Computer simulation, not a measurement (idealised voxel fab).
Process module heading - voxel self aligned vias
FYI the section here is cut, 240 nm wide, cells are 5 nm squares.
This document writes a cross-section as a grid whose cells are square, and gives it as bands, listed from the top down; one or more rows of cells form a band. Look at the band entry: it leads with the top's height and the bottom's height in nm. Then it lists the materials left to right, with a width in nm for each. The word "full width" on a single material says that material fills the band edge to edge. The word "empty" is empty space. Heads up on the height convention: 0 is the point under which the incoming wafer is all one material, and the lowest band has no bottom, it just keeps going down, like "top 0, no bottom". Width: "30..40" (first number = top row, second number = bottom row, same change from row to row of cells). "left unchanged" after a step means that no cell of the cross-section changed. In "Non-vented voids" the enclosed voids are listed, meaning empty spaces of 8 cells or larger without any opening to the top. The form is width x height at distance, distance from the left edge, units nm. The remark found on a step's line after its settings is issued by the simulator itself and pertains to that step. For masked steps, "overlay nm" on the step line gives how far right of plan the mask actually lay; a minus sign means it lay to the left.

THESE ARE THE STEPS WE PLANNED FOR THE PROCESS
| 1 | RECEIVE: material Si |
| 2 | CONFORMAL_DEP: material SiO2, thk nm 15 |
| 3 | CONFORMAL_DEP: material SiCN, thk nm 5 |
| 4 | DIRECTIONAL_DEP: material SiO2, thk nm 30 |
| 5 | DIRECTIONAL_DEP: material aC, thk nm 10 |
| 6 | PATTERN: tone open, mask id LINES, material resist, width nm 20, pitch nm 50, thk nm 30, overlay nm 0 |
| 7 | DIRECTIONAL_ETCH: etch materials aC, depth nm 10 |
| 8 | STRIP: etch materials resist |
| 9 | DIRECTIONAL_ETCH: etch materials SiO2, depth nm 30 |
| 10 | STRIP: etch materials aC |
| 11 | CONFORMAL_DEP: material TiN, thk nm 5 |
| 12 | FILL_DEP: material Ru, thk nm 5 |
| 13 | CMP: height nm 50 |
| 14 | SELECTIVE_ETCH: etch materials W Ru TiN, depth nm 5 |
| 15 | FILL_DEP: material SiN, thk nm 5 |
| 16 | CMP: height nm 50 |
| 17 | DIRECTIONAL_DEP: material SiO2, thk nm 20 |
| 18 | PATTERN: tone open, mask id VIAS, material resist, width nm 30, pitch nm 100, thk nm 20, overlay nm 0 |
| 19 | DIRECTIONAL_ETCH: etch materials SiO2, depth nm 20 |
| 20 | DIRECTIONAL_ETCH: etch materials SiN, depth nm 5 |
| 21 | STRIP: etch materials resist |
| 22 | CONFORMAL_DEP: material TiN, thk nm 5 |
| 23 | FILL_DEP: material Cu, thk nm 5 |
| 24 | CMP: height nm 70 |
| 25 | CONFORMAL_DEP: material SiN, thk nm 5 |

THE FOLLOWING PERTAINS TO THE FIRST OF TWO WAFERS, WHICH WAS PROCESSED AS PLANNED

THE CROSS-SECTION HERE SHOWS THE WAFER AS RECEIVED, I.E. IN ITS STATE AFTER STEP 1
- top 0, no bottom  Si full width
- Non-vented voids: none

HOW THE WAFER STANDS IN SECTION AFTER STEP 2
- top 15, bottom 0  SiO2 full width
- Rest of section, below 0: as before.

HOW THE WAFER STANDS IN SECTION AFTER STEP 3
- top 20, bottom 15  SiCN full width
- Rest of section, below 15: as before.

HOW THE WAFER STANDS IN SECTION AFTER STEP 4
- top 50, bottom 20  SiO2 full width
- Rest of section, below 20: as before.

HOW THE WAFER STANDS IN SECTION AFTER STEP 5
- top 60, bottom 50  aC full width
- Rest of section, below 50: as before.

HOW THE WAFER STANDS IN SECTION AFTER STEP 6
- top 90, bottom 60  resist=60 / empty=20 / resist=30 / empty=20 / resist=30 / empty=20 / resist=60
- Rest of section, below 60: as before.

HOW THE WAFER STANDS IN SECTION AFTER STEP 7
- top 80, bottom 60  resist=60 / empty=20 / resist=30 / empty=20 / resist=30 / empty=20 / resist=60
- top 60, bottom 50  aC=60 / empty=20 / aC=30 / empty=20 / aC=30 / empty=20 / aC=60
- Rest of section, below 50: as before.

HOW THE WAFER STANDS IN SECTION AFTER STEP 8
- top 60, bottom 50  aC=60 / empty=20 / aC=30 / empty=20 / aC=30 / empty=20 / aC=60
- Rest of section, below 50: as before.

HOW THE WAFER STANDS IN SECTION AFTER STEP 9
- top 60, bottom 50  aC=60 / empty=20 / aC=30 / empty=20 / aC=30 / empty=20 / aC=60
- top 50, bottom 20  SiO2=60 / empty=20 / SiO2=30 / empty=20 / SiO2=30 / empty=20 / SiO2=60
- Rest of section, below 20: as before.

HOW THE WAFER STANDS IN SECTION AFTER STEP 10
- top 50, bottom 20  SiO2=60 / empty=20 / SiO2=30 / empty=20 / SiO2=30 / empty=20 / SiO2=60
- Rest of section, below 20: as before.

HOW THE WAFER STANDS IN SECTION AFTER STEP 11
- top 55, bottom 50  TiN=65 / empty=10 / TiN=40 / empty=10 / TiN=40 / empty=10 / TiN=65
- top 50, bottom 25  SiO2=60 / TiN=5 / empty=10 / TiN=5 / SiO2=30 / TiN=5 / empty=10 / TiN=5 / SiO2=30 / TiN=5 / empty=10 / TiN=5 / SiO2=60
- top 25, bottom 20  SiO2=60 / TiN=20 / SiO2=30 / TiN=20 / SiO2=30 / TiN=20 / SiO2=60
- Rest of section, below 20: as before.

HOW THE WAFER STANDS IN SECTION AFTER STEP 12
- top 60, bottom 55  Ru full width
- top 55, bottom 50  TiN=65 / Ru=10 / TiN=40 / Ru=10 / TiN=40 / Ru=10 / TiN=65
- top 50, bottom 25  SiO2=60 / TiN=5 / Ru=10 / TiN=5 / SiO2=30 / TiN=5 / Ru=10 / TiN=5 / SiO2=30 / TiN=5 / Ru=10 / TiN=5 / SiO2=60
- Rest of section, below 25: as before.

HOW THE WAFER STANDS IN SECTION AFTER STEP 13
- top 50, bottom 25  SiO2=60 / TiN=5 / Ru=10 / TiN=5 / SiO2=30 / TiN=5 / Ru=10 / TiN=5 / SiO2=30 / TiN=5 / Ru=10 / TiN=5 / SiO2=60
- Rest of section, below 25: as before.

HOW THE WAFER STANDS IN SECTION AFTER STEP 14
- top 50, bottom 45  SiO2=60 / empty=20 / SiO2=30 / empty=20 / SiO2=30 / empty=20 / SiO2=60
- Rest of section, below 45: as before.

HOW THE WAFER STANDS IN SECTION AFTER STEP 15
- top 55, bottom 50  SiN full width
- top 50, bottom 45  SiO2=60 / SiN=20 / SiO2=30 / SiN=20 / SiO2=30 / SiN=20 / SiO2=60
- Rest of section, below 45: as before.

HOW THE WAFER STANDS IN SECTION AFTER STEP 16
- top 50, bottom 45  SiO2=60 / SiN=20 / SiO2=30 / SiN=20 / SiO2=30 / SiN=20 / SiO2=60
- Rest of section, below 45: as before.

HOW THE WAFER STANDS IN SECTION AFTER STEP 17
- top 70, bottom 50  SiO2 full width
- Rest of section, below 50: as before.

HOW THE WAFER STANDS IN SECTION AFTER STEP 18
- top 90, bottom 70  resist=55 / empty=30 / resist=70 / empty=30 / resist=55
- Rest of section, below 70: as before.

HOW THE WAFER STANDS IN SECTION AFTER STEP 19
- top 90, bottom 70  resist=55 / empty=30 / resist=70 / empty=30 / resist=55
- top 70, bottom 50  SiO2=55 / empty=30 / SiO2=70 / empty=30 / SiO2=55
- Rest of section, below 50: as before.

HOW THE WAFER STANDS IN SECTION AFTER STEP 20
- top 90, bottom 70  resist=55 / empty=30 / resist=70 / empty=30 / resist=55
- top 70, bottom 50  SiO2=55 / empty=30 / SiO2=70 / empty=30 / SiO2=55
- top 50, bottom 45  SiO2=60 / empty=20 / SiO2=30 / SiN=20 / SiO2=30 / empty=20 / SiO2=60
- Rest of section, below 45: as before.

HOW THE WAFER STANDS IN SECTION AFTER STEP 21
- top 70, bottom 50  SiO2=55 / empty=30 / SiO2=70 / empty=30 / SiO2=55
- Rest of section, below 50: as before.

HOW THE WAFER STANDS IN SECTION AFTER STEP 22
- top 75, bottom 70  TiN=60 / empty=20 / TiN=80 / empty=20 / TiN=60
- top 70, bottom 55  SiO2=55 / TiN=5 / empty=20 / TiN=5 / SiO2=70 / TiN=5 / empty=20 / TiN=5 / SiO2=55
- top 55, bottom 50  SiO2=55 / TiN=10 / empty=10 / TiN=10 / SiO2=70 / TiN=10 / empty=10 / TiN=10 / SiO2=55
- top 50, bottom 45  SiO2=60 / TiN=20 / SiO2=30 / SiN=20 / SiO2=30 / TiN=20 / SiO2=60
- Rest of section, below 45: as before.

HOW THE WAFER STANDS IN SECTION AFTER STEP 23
- top 80, bottom 75  Cu full width
- top 75, bottom 70  TiN=60 / Cu=20 / TiN=80 / Cu=20 / TiN=60
- top 70, bottom 55  SiO2=55 / TiN=5 / Cu=20 / TiN=5 / SiO2=70 / TiN=5 / Cu=20 / TiN=5 / SiO2=55
- top 55, bottom 50  SiO2=55 / TiN=10 / Cu=10 / TiN=10 / SiO2=70 / TiN=10 / Cu=10 / TiN=10 / SiO2=55
- Rest of section, below 50: as before.

HOW THE WAFER STANDS IN SECTION AFTER STEP 24
- top 70, bottom 55  SiO2=55 / TiN=5 / Cu=20 / TiN=5 / SiO2=70 / TiN=5 / Cu=20 / TiN=5 / SiO2=55
- Rest of section, below 55: as before.

HOW THE WAFER STANDS IN SECTION AFTER STEP 25
- top 75, bottom 70  SiN full width
- Rest of section, below 70: as before.

OKAY, SECOND WAFER. NOTHING DIFFERENT AT THE START, NOTHING DIFFERENT IN THE PLAN, JUST ONE MISTAKE SOMEWHERE IN THE RUNNING. AS FAR AS STEP 5, COUNTING THAT STEP, IT'S THE FIRST WAFER ALL OVER AGAIN

SECOND WAFER: CROSS-SECTION AT THE SCHEDULED END OF STEP 6
- top 90, bottom 60  resist=65 / empty=20 / resist=30 / empty=20 / resist=30 / empty=20 / resist=55
- Rest of section, below 60: as before.

SECOND WAFER: CROSS-SECTION AT THE SCHEDULED END OF STEP 7
- top 80, bottom 60  resist=65 / empty=20 / resist=30 / empty=20 / resist=30 / empty=20 / resist=55
- top 60, bottom 50  aC=65 / empty=20 / aC=30 / empty=20 / aC=30 / empty=20 / aC=55
- Rest of section, below 50: as before.

SECOND WAFER: CROSS-SECTION AT THE SCHEDULED END OF STEP 8
- top 60, bottom 50  aC=65 / empty=20 / aC=30 / empty=20 / aC=30 / empty=20 / aC=55
- Rest of section, below 50: as before.

SECOND WAFER: CROSS-SECTION AT THE SCHEDULED END OF STEP 9
- top 60, bottom 50  aC=65 / empty=20 / aC=30 / empty=20 / aC=30 / empty=20 / aC=55
- top 50, bottom 20  SiO2=65 / empty=20 / SiO2=30 / empty=20 / SiO2=30 / empty=20 / SiO2=55
- Rest of section, below 20: as before.

SECOND WAFER: CROSS-SECTION AT THE SCHEDULED END OF STEP 10
- top 50, bottom 20  SiO2=65 / empty=20 / SiO2=30 / empty=20 / SiO2=30 / empty=20 / SiO2=55
- Rest of section, below 20: as before.

SECOND WAFER: CROSS-SECTION AT THE SCHEDULED END OF STEP 11
- top 55, bottom 50  TiN=70 / empty=10 / TiN=40 / empty=10 / TiN=40 / empty=10 / TiN=60
- top 50, bottom 25  SiO2=65 / TiN=5 / empty=10 / TiN=5 / SiO2=30 / TiN=5 / empty=10 / TiN=5 / SiO2=30 / TiN=5 / empty=10 / TiN=5 / SiO2=55
- top 25, bottom 20  SiO2=65 / TiN=20 / SiO2=30 / TiN=20 / SiO2=30 / TiN=20 / SiO2=55
- Rest of section, below 20: as before.

SECOND WAFER: CROSS-SECTION AT THE SCHEDULED END OF STEP 12
- top 60, bottom 55  Ru full width
- top 55, bottom 50  TiN=70 / Ru=10 / TiN=40 / Ru=10 / TiN=40 / Ru=10 / TiN=60
- top 50, bottom 25  SiO2=65 / TiN=5 / Ru=10 / TiN=5 / SiO2=30 / TiN=5 / Ru=10 / TiN=5 / SiO2=30 / TiN=5 / Ru=10 / TiN=5 / SiO2=55
- Rest of section, below 25: as before.

SECOND WAFER: CROSS-SECTION AT THE SCHEDULED END OF STEP 13
- top 50, bottom 25  SiO2=65 / TiN=5 / Ru=10 / TiN=5 / SiO2=30 / TiN=5 / Ru=10 / TiN=5 / SiO2=30 / TiN=5 / Ru=10 / TiN=5 / SiO2=55
- Rest of section, below 25: as before.

SECOND WAFER: CROSS-SECTION AT THE SCHEDULED END OF STEP 14
- top 50, bottom 45  SiO2=65 / empty=20 / SiO2=30 / empty=20 / SiO2=30 / empty=20 / SiO2=55
- Rest of section, below 45: as before.

SECOND WAFER: CROSS-SECTION AT THE SCHEDULED END OF STEP 15
- top 55, bottom 50  SiN full width
- top 50, bottom 45  SiO2=65 / SiN=20 / SiO2=30 / SiN=20 / SiO2=30 / SiN=20 / SiO2=55
- Rest of section, below 45: as before.

SECOND WAFER: CROSS-SECTION AT THE SCHEDULED END OF STEP 16
- top 50, bottom 45  SiO2=65 / SiN=20 / SiO2=30 / SiN=20 / SiO2=30 / SiN=20 / SiO2=55
- Rest of section, below 45: as before.

SECOND WAFER: CROSS-SECTION AT THE SCHEDULED END OF STEP 17
- top 70, bottom 50  SiO2 full width
- Rest of section, below 50: as before.

SECOND WAFER: CROSS-SECTION AT THE SCHEDULED END OF STEP 18
- top 90, bottom 70  resist=55 / empty=30 / resist=70 / empty=30 / resist=55
- Rest of section, below 70: as before.

SECOND WAFER: CROSS-SECTION AT THE SCHEDULED END OF STEP 19
- top 90, bottom 70  resist=55 / empty=30 / resist=70 / empty=30 / resist=55
- top 70, bottom 50  SiO2=55 / empty=30 / SiO2=70 / empty=30 / SiO2=55
- Rest of section, below 50: as before.

SECOND WAFER: CROSS-SECTION AT THE SCHEDULED END OF STEP 20
- top 90, bottom 70  resist=55 / empty=30 / resist=70 / empty=30 / resist=55
- top 70, bottom 50  SiO2=55 / empty=30 / SiO2=70 / empty=30 / SiO2=55
- top 50, bottom 45  SiO2=65 / empty=20 / SiO2=30 / SiN=20 / SiO2=30 / empty=20 / SiO2=55
- Rest of section, below 45: as before.

SECOND WAFER: CROSS-SECTION AT THE SCHEDULED END OF STEP 21
- top 70, bottom 50  SiO2=55 / empty=30 / SiO2=70 / empty=30 / SiO2=55
- Rest of section, below 50: as before.

SECOND WAFER: CROSS-SECTION AT THE SCHEDULED END OF STEP 22
- top 75, bottom 70  TiN=60 / empty=20 / TiN=80 / empty=20 / TiN=60
- top 70, bottom 55  SiO2=55 / TiN=5 / empty=20 / TiN=5 / SiO2=70 / TiN=5 / empty=20 / TiN=5 / SiO2=55
- top 55, bottom 50  SiO2=55 / TiN=15 / empty=10 / TiN=5 / SiO2=70 / TiN=15 / empty=10 / TiN=5 / SiO2=55
- top 50, bottom 45  SiO2=65 / TiN=20 / SiO2=30 / SiN=20 / SiO2=30 / TiN=20 / SiO2=55
- Rest of section, below 45: as before.

SECOND WAFER: CROSS-SECTION AT THE SCHEDULED END OF STEP 23
- top 80, bottom 75  Cu full width
- top 75, bottom 70  TiN=60 / Cu=20 / TiN=80 / Cu=20 / TiN=60
- top 70, bottom 55  SiO2=55 / TiN=5 / Cu=20 / TiN=5 / SiO2=70 / TiN=5 / Cu=20 / TiN=5 / SiO2=55
- top 55, bottom 50  SiO2=55 / TiN=15 / Cu=10 / TiN=5 / SiO2=70 / TiN=15 / Cu=10 / TiN=5 / SiO2=55
- Rest of section, below 50: as before.

SECOND WAFER: CROSS-SECTION AT THE SCHEDULED END OF STEP 24
- top 70, bottom 55  SiO2=55 / TiN=5 / Cu=20 / TiN=5 / SiO2=70 / TiN=5 / Cu=20 / TiN=5 / SiO2=55
- Rest of section, below 55: as before.

SECOND WAFER: CROSS-SECTION AT THE SCHEDULED END OF STEP 25
- top 75, bottom 70  SiN full width
- Rest of section, below 70: as before.
What broke from the plan during processing? step 6 ran as: PATTERN: tone open, mask id LINES, material resist, width nm 20, pitch nm 50, thk nm 30, overlay nm 5
At the close, every material occupies the same number of cells on the second wafer as on the first, only in different positions.
